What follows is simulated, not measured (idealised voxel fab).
Process module, titled voxel transistor to metal
Square cell edge 5 nm, section width 200 nm, ID cut.
Cross-section = grid of square cells, listed top down in bands; band = one or more rows.
The band entry comprises the height of the band's top followed by the height of its bottom, expressed in nm, and subsequently the band's materials from left to right, each stated together with its width in nm. Where a single material is marked with the word "throughout", that material fills the band from edge to edge. The word "blank" represents empty space.
A quick word on heights: they are counted from 0, and under that level the wafer as it came to us is one material throughout. The lowest band is different from the rest in having no bottom; it simply continues downward, written as in "0 nm and below".
Per-row width for "30 to 40": begins at first number (top row of band), ends at second number (bottom row), increment between rows held constant.
"left unchanged" means the step left every cell of the cross-section as it was.
Fully enclosed voids: empty space of 8 cells or more with no open way to the top, each as width x height at its distance from the left edge, in nm
If you see something after the settings on a step's line, that's the simulator's own remark about that step.
When a step includes a mask, the "overlay nm" setting on its line states how far to the right of its planned place that mask lay, and negative values state how far to the left.

Plan
- 1: RECEIVE with material Si
- 2: CONFORMAL_DEP with material SiO2, thk nm 5
- 3: CONFORMAL_DEP with material SiN, thk nm 15
- 4: MASKED_ETCH with tone cover, mask id ACTIVE, width nm 95, etch materials SiN, depth nm 15, overlay nm 0
- 5: MASKED_ETCH with tone cover, mask id ACTIVE, width nm 95, etch materials SiO2, depth nm 5, overlay nm 0
- 6: MASKED_ETCH with tone cover, mask id ACTIVE, width nm 95, etch materials Si, depth nm 30, overlay nm 0
- 7: OXIDIZE with depth nm 5
- 8: FILL_DEP with material SiO2, thk nm 10
- 9: CMP with height nm 20
- 10: SELECTIVE_ETCH with etch materials SiO2, depth nm 10
- 11: STRIP with etch materials SiN
- 12: SELECTIVE_ETCH with etch materials SiO2, depth nm 5
- 13: OXIDIZE with depth nm 5
- 14: DIRECTIONAL_DEP with material polySi, thk nm 30
- 15: DIRECTIONAL_DEP with material SiCN, thk nm 15
- 16: PATTERN with tone cover, mask id GATE, material resist, width nm 15, thk nm 20, overlay nm 0
- 17: DIRECTIONAL_ETCH with etch materials SiCN, depth nm 25
- 18: DIRECTIONAL_ETCH with etch materials polySi, depth nm 40
- 19: STRIP with etch materials resist
- 20: CONFORMAL_DEP with material SiO2, thk nm 5
- 21: DIRECTIONAL_ETCH with etch materials SiO2, depth nm 5
- 22: CONFORMAL_DEP with material SiN, thk nm 5
- 23: DIRECTIONAL_ETCH with etch materials SiN, depth nm 5
- 24: DIRECTIONAL_ETCH with etch materials SiO2, depth nm 5
- 25: DIRECTIONAL_ETCH with etch materials Si, depth nm 15
- 26: EPI with material pSi, thk nm 20
- 27: FILL_DEP with material SiO2, thk nm 5
- 28: CMP with height nm 45
- 29: DIRECTIONAL_DEP with material SiO2, thk nm 10
- 30: PATTERN with tone open, mask id CONTACT, material resist, width nm 20, pitch nm 65, thk nm 20, overlay nm 0
- 31: DIRECTIONAL_ETCH with etch materials SiO2, depth nm 55
- 32: STRIP with etch materials resist
- 33: CONFORMAL_DEP with material TiN, thk nm 5
- 34: FILL_DEP with material Ru, thk nm 5
- 35: CMP with height nm 55
- 36: DIRECTIONAL_DEP with material TiN, thk nm 5
- 37: DIRECTIONAL_DEP with material W, thk nm 25
- 38: MASKED_ETCH with tone cover, mask id METAL_1, width nm 20, pitch nm 65, etch materials W, depth nm 25, overlay nm 0
- 39: MASKED_ETCH with tone cover, mask id METAL_1, width nm 20, pitch nm 65, etch materials TiN, depth nm 5, overlay nm -15
- 40: CONFORMAL_DEP with material SiCN, thk nm 5
- 41: FILL_DEP with material lowk, thk nm 5
- 42: CMP with height nm 85
- 43: CONFORMAL_DEP with material SiCN, thk nm 5
- 44: DIRECTIONAL_DEP with material SiO2, thk nm 35
- 45: MASKED_ETCH with tone open, mask id METAL_2, width nm 20, pitch nm 65, etch materials SiO2, depth nm 20, overlay nm 0
- 46: MASKED_ETCH with tone open, mask id METAL_2_HOLES, width nm 15, pitch nm 65, etch materials SiO2, depth nm 15, overlay nm 0
- 47: MASKED_ETCH with tone open, mask id METAL_2_HOLES, width nm 15, pitch nm 65, etch materials SiCN, depth nm 5, overlay nm 0
- 48: CONFORMAL_DEP with material TiN, thk nm 5
- 49: FILL_DEP with material Cu, thk nm 5
- 50: CMP with height nm 125
- 51: CONFORMAL_DEP with material SiN, thk nm 5
The overlay nm used in step 39 is not the same on every wafer, whereas the starting condition is; the value printed in the plan is the first wafer's.

Cross-section: the first of several wafers in its as-received state, i.e. following step 1
    0 nm and below = Si throughout
    Fully enclosed voids: none

Shown in cross-section: the first of several wafers at the end of the module, after its last step, step 51
    130 nm to 125 nm = SiN throughout
    125 nm to 110 nm = SiO2 55 nm; TiN 5 nm; Cu 10 nm; TiN 5 nm; SiO2 45 nm; TiN 5 nm; Cu 10 nm; TiN 5 nm; SiO2 60 nm
    110 nm to 105 nm = SiO2 55 nm; TiN 5 nm; Cu 5 nm; TiN 10 nm; SiO2 45 nm; TiN 5 nm; Cu 5 nm; TiN 10 nm; SiO2 60 nm
    105 nm to 90 nm = SiO2 55 nm; TiN 5 nm; Cu 5 nm; TiN 5 nm; SiO2 50 nm; TiN 5 nm; Cu 5 nm; TiN 5 nm; SiO2 65 nm
    90 nm to 85 nm = SiCN 55 nm; TiN 15 nm; SiCN 50 nm; TiN 15 nm; SiCN 65 nm
    85 nm to 65 nm = lowk 50 nm; SiCN 5 nm; W 20 nm; SiCN 5 nm; lowk 35 nm; SiCN 5 nm; W 20 nm; SiCN 5 nm; lowk 55 nm
    65 nm to 60 nm = lowk 35 nm; SiCN 20 nm; W 20 nm; SiCN 5 nm; lowk 20 nm; SiCN 20 nm; W 20 nm; SiCN 5 nm; lowk 55 nm
    60 nm to 55 nm = SiCN 40 nm; TiN 35 nm; SiCN 30 nm; TiN 35 nm; SiCN 60 nm
    55 nm to 45 nm = SiO2 55 nm; TiN 5 nm; Ru 10 nm; TiN 5 nm; SiO2 45 nm; TiN 5 nm; Ru 10 nm; TiN 5 nm; SiO2 60 nm
    45 nm to 30 nm = SiO2 55 nm; TiN 5 nm; Ru 10 nm; TiN 5 nm; SiO2 5 nm; SiN 5 nm; SiO2 5 nm; SiCN 15 nm; SiO2 5 nm; SiN 5 nm; SiO2 5 nm; TiN 5 nm; Ru 10 nm; TiN 5 nm; SiO2 60 nm
    30 nm to 20 nm = SiO2 55 nm; TiN 5 nm; Ru 10 nm; TiN 5 nm; SiO2 5 nm; SiN 5 nm; SiO2 5 nm; polySi 15 nm; SiO2 5 nm; SiN 5 nm; SiO2 5 nm; TiN 5 nm; Ru 10 nm; TiN 5 nm; SiO2 60 nm
    20 nm to 15 nm = SiO2 55 nm; TiN 20 nm; SiO2 5 nm; SiN 5 nm; SiO2 5 nm; polySi 15 nm; SiO2 5 nm; SiN 5 nm; SiO2 5 nm; TiN 20 nm; SiO2 60 nm
    15 nm to 5 nm = SiO2 55 nm; TiN 5 nm; pSi 20 nm; SiN 5 nm; SiO2 5 nm; polySi 15 nm; SiO2 5 nm; SiN 5 nm; pSi 20 nm; TiN 5 nm; SiO2 60 nm
    5 nm to 0 nm = SiO2 50 nm; SiN 5 nm; TiN 5 nm; pSi 20 nm; SiN 5 nm; SiO2 5 nm; polySi 15 nm; SiO2 5 nm; SiN 5 nm; pSi 20 nm; TiN 5 nm; SiN 5 nm; SiO2 55 nm
    0 nm to -5 nm = SiO2 55 nm; pSi 25 nm; SiO2 35 nm; pSi 25 nm; SiO2 60 nm
    -5 nm to -20 nm = SiO2 55 nm; pSi 25 nm; Si 35 nm; pSi 25 nm; SiO2 60 nm
    -20 nm to -35 nm = SiO2 55 nm; Si 85 nm; SiO2 60 nm
    -35 nm and below = Si throughout
    Fully enclosed voids: none

End of module: cross-section, last of several wafers
    130 nm to 125 nm = SiN throughout
    125 nm to 110 nm = SiO2 55 nm; TiN 5 nm; Cu 10 nm; TiN 5 nm; SiO2 45 nm; TiN 5 nm; Cu 10 nm; TiN 5 nm; SiO2 60 nm
    110 nm to 105 nm = SiO2 55 nm; TiN 5 nm; Cu 5 nm; TiN 10 nm; SiO2 45 nm; TiN 5 nm; Cu 5 nm; TiN 10 nm; SiO2 60 nm
    105 nm to 90 nm = SiO2 55 nm; TiN 5 nm; Cu 5 nm; TiN 5 nm; SiO2 50 nm; TiN 5 nm; Cu 5 nm; TiN 5 nm; SiO2 65 nm
    90 nm to 85 nm = SiCN 55 nm; TiN 15 nm; SiCN 50 nm; TiN 15 nm; SiCN 65 nm
    85 nm to 65 nm = lowk 50 nm; SiCN 5 nm; W 20 nm; SiCN 5 nm; lowk 35 nm; SiCN 5 nm; W 20 nm; SiCN 5 nm; lowk 55 nm
    65 nm to 60 nm = lowk 50 nm; SiCN 5 nm; W 20 nm; SiCN 20 nm; lowk 20 nm; SiCN 5 nm; W 20 nm; SiCN 20 nm; lowk 40 nm
    60 nm to 55 nm = SiCN 55 nm; TiN 35 nm; SiCN 30 nm; TiN 35 nm; SiCN 45 nm
    55 nm to 45 nm = SiO2 55 nm; TiN 5 nm; Ru 10 nm; TiN 5 nm; SiO2 45 nm; TiN 5 nm; Ru 10 nm; TiN 5 nm; SiO2 60 nm
    45 nm to 30 nm = SiO2 55 nm; TiN 5 nm; Ru 10 nm; TiN 5 nm; SiO2 5 nm; SiN 5 nm; SiO2 5 nm; SiCN 15 nm; SiO2 5 nm; SiN 5 nm; SiO2 5 nm; TiN 5 nm; Ru 10 nm; TiN 5 nm; SiO2 60 nm
    30 nm to 20 nm = SiO2 55 nm; TiN 5 nm; Ru 10 nm; TiN 5 nm; SiO2 5 nm; SiN 5 nm; SiO2 5 nm; polySi 15 nm; SiO2 5 nm; SiN 5 nm; SiO2 5 nm; TiN 5 nm; Ru 10 nm; TiN 5 nm; SiO2 60 nm
    20 nm to 15 nm = SiO2 55 nm; TiN 20 nm; SiO2 5 nm; SiN 5 nm; SiO2 5 nm; polySi 15 nm; SiO2 5 nm; SiN 5 nm; SiO2 5 nm; TiN 20 nm; SiO2 60 nm
    15 nm to 5 nm = SiO2 55 nm; TiN 5 nm; pSi 20 nm; SiN 5 nm; SiO2 5 nm; polySi 15 nm; SiO2 5 nm; SiN 5 nm; pSi 20 nm; TiN 5 nm; SiO2 60 nm
    5 nm to 0 nm = SiO2 50 nm; SiN 5 nm; TiN 5 nm; pSi 20 nm; SiN 5 nm; SiO2 5 nm; polySi 15 nm; SiO2 5 nm; SiN 5 nm; pSi 20 nm; TiN 5 nm; SiN 5 nm; SiO2 55 nm
    0 nm to -5 nm = SiO2 55 nm; pSi 25 nm; SiO2 35 nm; pSi 25 nm; SiO2 60 nm
    -5 nm to -20 nm = SiO2 55 nm; pSi 25 nm; Si 35 nm; pSi 25 nm; SiO2 60 nm
    -20 nm to -35 nm = SiO2 55 nm; Si 85 nm; SiO2 60 nm
    -35 nm and below = Si throughout
    Fully enclosed voids: none

The following table contains a row per wafer, in which are reported, at the conclusion of the module, the cells of each material gained (+) or lost (-) since the wafer's receipt, with its closed voids given thereafter
overlay nm -15; +20 Cu; +28 Ru; -208 Si; +95 SiCN; +60 SiN; +697 SiO2; +92 TiN; +40 W; +134 lowk; +64 pSi; +18 polySi; Fully enclosed voids: none
overlay nm -10; +20 Cu; +28 Ru; -208 Si; +95 SiCN; +60 SiN; +697 SiO2; +90 TiN; +40 W; +136 lowk; +64 pSi; +18 polySi; Fully enclosed voids: none
overlay nm -5; +20 Cu; +28 Ru; -208 Si; +95 SiCN; +60 SiN; +697 SiO2; +88 TiN; +40 W; +138 lowk; +64 pSi; +18 polySi; Fully enclosed voids: none
overlay nm 0; +20 Cu; +28 Ru; -208 Si; +95 SiCN; +60 SiN; +697 SiO2; +86 TiN; +40 W; +140 lowk; +64 pSi; +18 polySi; Fully enclosed voids: none
overlay nm 5; +20 Cu; +28 Ru; -208 Si; +95 SiCN; +60 SiN; +697 SiO2; +88 TiN; +40 W; +138 lowk; +64 pSi; +18 polySi; Fully enclosed voids: none
overlay nm 10; +20 Cu; +28 Ru; -208 Si; +95 SiCN; +60 SiN; +697 SiO2; +90 TiN; +40 W; +136 lowk; +64 pSi; +18 polySi; Fully enclosed voids: none
overlay nm 15; +20 Cu; +28 Ru; -208 Si; +95 SiCN; +60 SiN; +697 SiO2; +92 TiN; +40 W; +134 lowk; +64 pSi; +18 polySi; Fully enclosed voids: none
